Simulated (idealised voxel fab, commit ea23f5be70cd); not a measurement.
Process module, titled voxel wiring stack
Section cut is 255 nm wide and gridded with 5 nm square cells.
Reading order for cross-sections: top band down to bottom band. Underlying form: a grid of square cells. Band size: one or more rows of cells.
Band: top and bottom heights (nm) first, top before bottom; then materials from left to right, widths in nm. "full width" marks a sole material filling the band edge to edge. "blank" denotes empty space.
Heights from 0 (as-received wafer is one material below). Bottom band endless downward, as "0 nm and below".
It should be noted that a width expressed as "30->40" varies in equal increments from row to row of cells within the band, taking the value of the first number at the top row and that of the second number at the bottom row.
Given "no change" for a step, no cell of the cross-section differs between before and after that step.
Closed internal cavities: empty space of 8 cells or more with no open way to the top, each as width x height at its distance from the left edge, in nm
The remark found on a step's line after its settings is issued by the simulator itself and pertains to that step.
The line of a step may include "overlay nm". On a step with a mask, this value is how far to the right of its planned place the mask lay. A negative value means the mask lay to the left.
# Below is the list of planned process steps
| 1 | op RECEIVE | material Si |
| 2 | op CONFORMAL_DEP | material SiO2 | thk nm 10 |
| 3 | op DIRECTIONAL_DEP | material TiN | thk nm 5 |
| 4 | op DIRECTIONAL_DEP | material Ru | thk nm 25 |
| 5 | op PATTERN | tone cover | mask id METAL_1 | material resist | width nm 25 | pitch nm 45 | thk nm 20 | overlay nm 0 |
| 6 | op DIRECTIONAL_ETCH | etch materials Ru | depth nm 25 |
| 7 | op DIRECTIONAL_ETCH | etch materials TiN | depth nm 5 |
| 8 | op STRIP | etch materials resist |
| 9 | op CONFORMAL_DEP | material SiN | thk nm 5 |
| 10 | op FILL_DEP | material lowk | thk nm 5 |
| 11 | op CMP | height nm 40 |
| 12 | op CONFORMAL_DEP | material SiCN | thk nm 5 |
| 13 | op DIRECTIONAL_DEP | material lowk | thk nm 25 |
| 14 | op PATTERN | tone open | mask id METAL_2 | material resist | width nm 25 | pitch nm 45 | thk nm 20 | overlay nm 0 |
| 15 | op DIRECTIONAL_ETCH | etch materials lowk | depth nm 15 |
| 16 | op STRIP | etch materials resist |
| 17 | op PATTERN | tone open | mask id METAL_2_HOLES | material resist | width nm 15 | pitch nm 45 | thk nm 20 | overlay nm 0 |
| 18 | op DIRECTIONAL_ETCH | etch materials lowk | depth nm 10 |
| 19 | op DIRECTIONAL_ETCH | etch materials SiCN | depth nm 5 |
| 20 | op STRIP | etch materials resist |
| 21 | op CONFORMAL_DEP | material TiN | thk nm 5 |
| 22 | op FILL_DEP | material Cu | thk nm 5 |
| 23 | op CMP | height nm 70 |
| 24 | op CONFORMAL_DEP | material SiN | thk nm 5 |
# First of two wafers, with the run carried out as planned
# Wafer as received: cross-section following step 1
	0 nm and below: Si full width
	Closed internal cavities: none
# Cross-section of the wafer subsequent to step 2
	10 nm to 0 nm: SiO2 full width
	Everything below 0 is unchanged.
# Cross-section of the wafer subsequent to step 3
	15 nm to 10 nm: TiN full width
	Everything below 10 is unchanged.
# Cross-section of the wafer subsequent to step 4
	40 nm to 15 nm: Ru full width
	Everything below 15 is unchanged.
# Cross-section of the wafer subsequent to step 5
	60 nm to 40 nm: blank=45  resist=25  blank=20  resist=25  blank=20  resist=25  blank=20  resist=25  blank=50
	Everything below 40 is unchanged.
# Cross-section of the wafer subsequent to step 6
	60 nm to 40 nm: blank=45  resist=25  blank=20  resist=25  blank=20  resist=25  blank=20  resist=25  blank=50
	40 nm to 15 nm: blank=45  Ru=25  blank=20  Ru=25  blank=20  Ru=25  blank=20  Ru=25  blank=50
	Everything below 15 is unchanged.
# Cross-section of the wafer subsequent to step 7
	60 nm to 40 nm: blank=45  resist=25  blank=20  resist=25  blank=20  resist=25  blank=20  resist=25  blank=50
	40 nm to 15 nm: blank=45  Ru=25  blank=20  Ru=25  blank=20  Ru=25  blank=20  Ru=25  blank=50
	15 nm to 10 nm: blank=45  TiN=25  blank=20  TiN=25  blank=20  TiN=25  blank=20  TiN=25  blank=50
	Everything below 10 is unchanged.
# Cross-section of the wafer subsequent to step 8
	40 nm to 15 nm: blank=45  Ru=25  blank=20  Ru=25  blank=20  Ru=25  blank=20  Ru=25  blank=50
	Everything below 15 is unchanged.
# Cross-section of the wafer subsequent to step 9
	45 nm to 40 nm: blank=40  SiN=35  blank=10  SiN=35  blank=10  SiN=35  blank=10  SiN=35  blank=45
	40 nm to 15 nm: blank=40  SiN=5  Ru=25  SiN=5  blank=10  SiN=5  Ru=25  SiN=5  blank=10  SiN=5  Ru=25  SiN=5  blank=10  SiN=5  Ru=25  SiN=5  blank=45
	15 nm to 10 nm: SiN=45  TiN=25  SiN=20  TiN=25  SiN=20  TiN=25  SiN=20  TiN=25  SiN=50
	Everything below 10 is unchanged.
# Cross-section of the wafer subsequent to step 10
	50 nm to 45 nm: lowk full width
	45 nm to 40 nm: lowk=40  SiN=35  lowk=10  SiN=35  lowk=10  SiN=35  lowk=10  SiN=35  lowk=45
	40 nm to 15 nm: lowk=40  SiN=5  Ru=25  SiN=5  lowk=10  SiN=5  Ru=25  SiN=5  lowk=10  SiN=5  Ru=25  SiN=5  lowk=10  SiN=5  Ru=25  SiN=5  lowk=45
	Everything below 15 is unchanged.
# Cross-section of the wafer subsequent to step 11
	40 nm to 15 nm: lowk=40  SiN=5  Ru=25  SiN=5  lowk=10  SiN=5  Ru=25  SiN=5  lowk=10  SiN=5  Ru=25  SiN=5  lowk=10  SiN=5  Ru=25  SiN=5  lowk=45
	Everything below 15 is unchanged.
# Cross-section of the wafer subsequent to step 12
	45 nm to 40 nm: SiCN full width
	Everything below 40 is unchanged.
# Cross-section of the wafer subsequent to step 13
	70 nm to 45 nm: lowk full width
	Everything below 45 is unchanged.
# Cross-section of the wafer subsequent to step 14
	90 nm to 70 nm: resist=45  blank=25  resist=20  blank=25  resist=20  blank=25  resist=20  blank=25  resist=50
	Everything below 70 is unchanged.
# Cross-section of the wafer subsequent to step 15
	90 nm to 70 nm: resist=45  blank=25  resist=20  blank=25  resist=20  blank=25  resist=20  blank=25  resist=50
	70 nm to 55 nm: lowk=45  blank=25  lowk=20  blank=25  lowk=20  blank=25  lowk=20  blank=25  lowk=50
	Everything below 55 is unchanged.
# Cross-section of the wafer subsequent to step 16
	70 nm to 55 nm: lowk=45  blank=25  lowk=20  blank=25  lowk=20  blank=25  lowk=20  blank=25  lowk=50
	Everything below 55 is unchanged.
# Cross-section of the wafer subsequent to step 17
	90 nm to 70 nm: resist=45  blank=15  resist=30  blank=15  resist=30  blank=15  resist=30  blank=15  resist=60
	70 nm to 55 nm: lowk=45  blank=15  resist=10  lowk=20  blank=15  resist=10  lowk=20  blank=15  resist=10  lowk=20  blank=15  resist=10  lowk=50
	Everything below 55 is unchanged.
# Cross-section of the wafer subsequent to step 18
	90 nm to 70 nm: resist=45  blank=15  resist=30  blank=15  resist=30  blank=15  resist=30  blank=15  resist=60
	70 nm to 55 nm: lowk=45  blank=15  resist=10  lowk=20  blank=15  resist=10  lowk=20  blank=15  resist=10  lowk=20  blank=15  resist=10  lowk=50
	55 nm to 45 nm: lowk=45  blank=15  lowk=30  blank=15  lowk=30  blank=15  lowk=30  blank=15  lowk=60
	Everything below 45 is unchanged.
# Cross-section of the wafer subsequent to step 19
	90 nm to 70 nm: resist=45  blank=15  resist=30  blank=15  resist=30  blank=15  resist=30  blank=15  resist=60
	70 nm to 55 nm: lowk=45  blank=15  resist=10  lowk=20  blank=15  resist=10  lowk=20  blank=15  resist=10  lowk=20  blank=15  resist=10  lowk=50
	55 nm to 45 nm: lowk=45  blank=15  lowk=30  blank=15  lowk=30  blank=15  lowk=30  blank=15  lowk=60
	45 nm to 40 nm: SiCN=45  blank=15  SiCN=30  blank=15  SiCN=30  blank=15  SiCN=30  blank=15  SiCN=60
	Everything below 40 is unchanged.
# Cross-section of the wafer subsequent to step 20
	70 nm to 55 nm: lowk=45  blank=25  lowk=20  blank=25  lowk=20  blank=25  lowk=20  blank=25  lowk=50
	Everything below 55 is unchanged.
# Cross-section of the wafer subsequent to step 21
	75 nm to 70 nm: TiN=50  blank=15  TiN=30  blank=15  TiN=30  blank=15  TiN=30  blank=15  TiN=55
	70 nm to 60 nm: lowk=45  TiN=5  blank=15  TiN=5  lowk=20  TiN=5  blank=15  TiN=5  lowk=20  TiN=5  blank=15  TiN=5  lowk=20  TiN=5  blank=15  TiN=5  lowk=50
	60 nm to 55 nm: lowk=45  TiN=5  blank=5  TiN=15  lowk=20  TiN=5  blank=5  TiN=15  lowk=20  TiN=5  blank=5  TiN=15  lowk=20  TiN=5  blank=5  TiN=15  lowk=50
	55 nm to 45 nm: lowk=45  TiN=5  blank=5  TiN=5  lowk=30  TiN=5  blank=5  TiN=5  lowk=30  TiN=5  blank=5  TiN=5  lowk=30  TiN=5  blank=5  TiN=5  lowk=60
	45 nm to 40 nm: SiCN=45  TiN=15  SiCN=30  TiN=15  SiCN=30  TiN=15  SiCN=30  TiN=15  SiCN=60
	Everything below 40 is unchanged.
# Cross-section of the wafer subsequent to step 22
	80 nm to 75 nm: Cu full width
	75 nm to 70 nm: TiN=50  Cu=15  TiN=30  Cu=15  TiN=30  Cu=15  TiN=30  Cu=15  TiN=55
	70 nm to 60 nm: lowk=45  TiN=5  Cu=15  TiN=5  lowk=20  TiN=5  Cu=15  TiN=5  lowk=20  TiN=5  Cu=15  TiN=5  lowk=20  TiN=5  Cu=15  TiN=5  lowk=50
	60 nm to 55 nm: lowk=45  TiN=5  Cu=5  TiN=15  lowk=20  TiN=5  Cu=5  TiN=15  lowk=20  TiN=5  Cu=5  TiN=15  lowk=20  TiN=5  Cu=5  TiN=15  lowk=50
	55 nm to 45 nm: lowk=45  TiN=5  Cu=5  TiN=5  lowk=30  TiN=5  Cu=5  TiN=5  lowk=30  TiN=5  Cu=5  TiN=5  lowk=30  TiN=5  Cu=5  TiN=5  lowk=60
	Everything below 45 is unchanged.
# Cross-section of the wafer subsequent to step 23
	70 nm to 60 nm: lowk=45  TiN=5  Cu=15  TiN=5  lowk=20  TiN=5  Cu=15  TiN=5  lowk=20  TiN=5  Cu=15  TiN=5  lowk=20  TiN=5  Cu=15  TiN=5  lowk=50
	Everything below 60 is unchanged.
# Cross-section of the wafer subsequent to step 24
	75 nm to 70 nm: SiN full width
	Everything below 70 is unchanged.
# Second wafer: same start and same plan as the first, one execution error; identical to the first through step 2
# Second wafer shown in cross-section at the time step 3 was slated to end
	35 nm to 10 nm: Ru full width
	Everything below 10 is unchanged.
# Second wafer shown in cross-section at the time step 4 was slated to end
	40 nm to 35 nm: TiN full width
	Everything below 35 is unchanged.
# Second wafer shown in cross-section at the time step 5 was slated to end
	60 nm to 40 nm: blank=45  resist=25  blank=20  resist=25  blank=20  resist=25  blank=20  resist=25  blank=50
	Everything below 40 is unchanged.
Second wafer shown in cross-section at the time step 6 was slated to end: no change
# Second wafer shown in cross-section at the time step 7 was slated to end
	60 nm to 40 nm: blank=45  resist=25  blank=20  resist=25  blank=20  resist=25  blank=20  resist=25  blank=50
	40 nm to 35 nm: blank=45  TiN=25  blank=20  TiN=25  blank=20  TiN=25  blank=20  TiN=25  blank=50
	Everything below 35 is unchanged.
# Second wafer shown in cross-section at the time step 8 was slated to end
	40 nm to 35 nm: blank=45  TiN=25  blank=20  TiN=25  blank=20  TiN=25  blank=20  TiN=25  blank=50
	Everything below 35 is unchanged.
# Second wafer shown in cross-section at the time step 9 was slated to end
	45 nm to 40 nm: blank=40  SiN=35  blank=10  SiN=35  blank=10  SiN=35  blank=10  SiN=35  blank=45
	40 nm to 35 nm: SiN=45  TiN=25  SiN=20  TiN=25  SiN=20  TiN=25  SiN=20  TiN=25  SiN=50
	Everything below 35 is unchanged.
# Second wafer shown in cross-section at the time step 10 was slated to end
	50 nm to 45 nm: lowk full width
	45 nm to 40 nm: lowk=40  SiN=35  lowk=10  SiN=35  lowk=10  SiN=35  lowk=10  SiN=35  lowk=45
	Everything below 40 is unchanged.
# Second wafer shown in cross-section at the time step 11 was slated to end
	40 nm to 35 nm: SiN=45  TiN=25  SiN=20  TiN=25  SiN=20  TiN=25  SiN=20  TiN=25  SiN=50
	Everything below 35 is unchanged.
# Second wafer shown in cross-section at the time step 12 was slated to end
	45 nm to 40 nm: SiCN full width
	Everything below 40 is unchanged.
# Second wafer shown in cross-section at the time step 13 was slated to end
	70 nm to 45 nm: lowk full width
	Everything below 45 is unchanged.
# Second wafer shown in cross-section at the time step 14 was slated to end
	90 nm to 70 nm: resist=45  blank=25  resist=20  blank=25  resist=20  blank=25  resist=20  blank=25  resist=50
	Everything below 70 is unchanged.
# Second wafer shown in cross-section at the time step 15 was slated to end
	90 nm to 70 nm: resist=45  blank=25  resist=20  blank=25  resist=20  blank=25  resist=20  blank=25  resist=50
	70 nm to 55 nm: lowk=45  blank=25  lowk=20  blank=25  lowk=20  blank=25  lowk=20  blank=25  lowk=50
	Everything below 55 is unchanged.
# Second wafer shown in cross-section at the time step 16 was slated to end
	70 nm to 55 nm: lowk=45  blank=25  lowk=20  blank=25  lowk=20  blank=25  lowk=20  blank=25  lowk=50
	Everything below 55 is unchanged.
# Second wafer shown in cross-section at the time step 17 was slated to end
	90 nm to 70 nm: resist=45  blank=15  resist=30  blank=15  resist=30  blank=15  resist=30  blank=15  resist=60
	70 nm to 55 nm: lowk=45  blank=15  resist=10  lowk=20  blank=15  resist=10  lowk=20  blank=15  resist=10  lowk=20  blank=15  resist=10  lowk=50
	Everything below 55 is unchanged.
# Second wafer shown in cross-section at the time step 18 was slated to end
	90 nm to 70 nm: resist=45  blank=15  resist=30  blank=15  resist=30  blank=15  resist=30  blank=15  resist=60
	70 nm to 55 nm: lowk=45  blank=15  resist=10  lowk=20  blank=15  resist=10  lowk=20  blank=15  resist=10  lowk=20  blank=15  resist=10  lowk=50
	55 nm to 45 nm: lowk=45  blank=15  lowk=30  blank=15  lowk=30  blank=15  lowk=30  blank=15  lowk=60
	Everything below 45 is unchanged.
# Second wafer shown in cross-section at the time step 19 was slated to end
	90 nm to 70 nm: resist=45  blank=15  resist=30  blank=15  resist=30  blank=15  resist=30  blank=15  resist=60
	70 nm to 55 nm: lowk=45  blank=15  resist=10  lowk=20  blank=15  resist=10  lowk=20  blank=15  resist=10  lowk=20  blank=15  resist=10  lowk=50
	55 nm to 45 nm: lowk=45  blank=15  lowk=30  blank=15  lowk=30  blank=15  lowk=30  blank=15  lowk=60
	45 nm to 40 nm: SiCN=45  blank=15  SiCN=30  blank=15  SiCN=30  blank=15  SiCN=30  blank=15  SiCN=60
	Everything below 40 is unchanged.
# Second wafer shown in cross-section at the time step 20 was slated to end
	70 nm to 55 nm: lowk=45  blank=25  lowk=20  blank=25  lowk=20  blank=25  lowk=20  blank=25  lowk=50
	Everything below 55 is unchanged.
# Second wafer shown in cross-section at the time step 21 was slated to end
	75 nm to 70 nm: TiN=50  blank=15  TiN=30  blank=15  TiN=30  blank=15  TiN=30  blank=15  TiN=55
	70 nm to 60 nm: lowk=45  TiN=5  blank=15  TiN=5  lowk=20  TiN=5  blank=15  TiN=5  lowk=20  TiN=5  blank=15  TiN=5  lowk=20  TiN=5  blank=15  TiN=5  lowk=50
	60 nm to 55 nm: lowk=45  TiN=5  blank=5  TiN=15  lowk=20  TiN=5  blank=5  TiN=15  lowk=20  TiN=5  blank=5  TiN=15  lowk=20  TiN=5  blank=5  TiN=15  lowk=50
	55 nm to 45 nm: lowk=45  TiN=5  blank=5  TiN=5  lowk=30  TiN=5  blank=5  TiN=5  lowk=30  TiN=5  blank=5  TiN=5  lowk=30  TiN=5  blank=5  TiN=5  lowk=60
	45 nm to 40 nm: SiCN=45  TiN=15  SiCN=30  TiN=15  SiCN=30  TiN=15  SiCN=30  TiN=15  SiCN=60
	Everything below 40 is unchanged.
# Second wafer shown in cross-section at the time step 22 was slated to end
	80 nm to 75 nm: Cu full width
	75 nm to 70 nm: TiN=50  Cu=15  TiN=30  Cu=15  TiN=30  Cu=15  TiN=30  Cu=15  TiN=55
	70 nm to 60 nm: lowk=45  TiN=5  Cu=15  TiN=5  lowk=20  TiN=5  Cu=15  TiN=5  lowk=20  TiN=5  Cu=15  TiN=5  lowk=20  TiN=5  Cu=15  TiN=5  lowk=50
	60 nm to 55 nm: lowk=45  TiN=5  Cu=5  TiN=15  lowk=20  TiN=5  Cu=5  TiN=15  lowk=20  TiN=5  Cu=5  TiN=15  lowk=20  TiN=5  Cu=5  TiN=15  lowk=50
	55 nm to 45 nm: lowk=45  TiN=5  Cu=5  TiN=5  lowk=30  TiN=5  Cu=5  TiN=5  lowk=30  TiN=5  Cu=5  TiN=5  lowk=30  TiN=5  Cu=5  TiN=5  lowk=60
	Everything below 45 is unchanged.
# Second wafer shown in cross-section at the time step 23 was slated to end
	70 nm to 60 nm: lowk=45  TiN=5  Cu=15  TiN=5  lowk=20  TiN=5  Cu=15  TiN=5  lowk=20  TiN=5  Cu=15  TiN=5  lowk=20  TiN=5  Cu=15  TiN=5  lowk=50
	Everything below 60 is unchanged.
# Second wafer shown in cross-section at the time step 24 was slated to end
	75 nm to 70 nm: SiN full width
	Everything below 70 is unchanged.
Want to know what went wrong? steps 3 and 4 run out of order (swapped)
Upon completion, the second wafer contains, in terms of cells, a greater or smaller amount of certain materials than the first wafer: Ru: 155 more | SiN: 40 fewer | lowk: 115 fewer
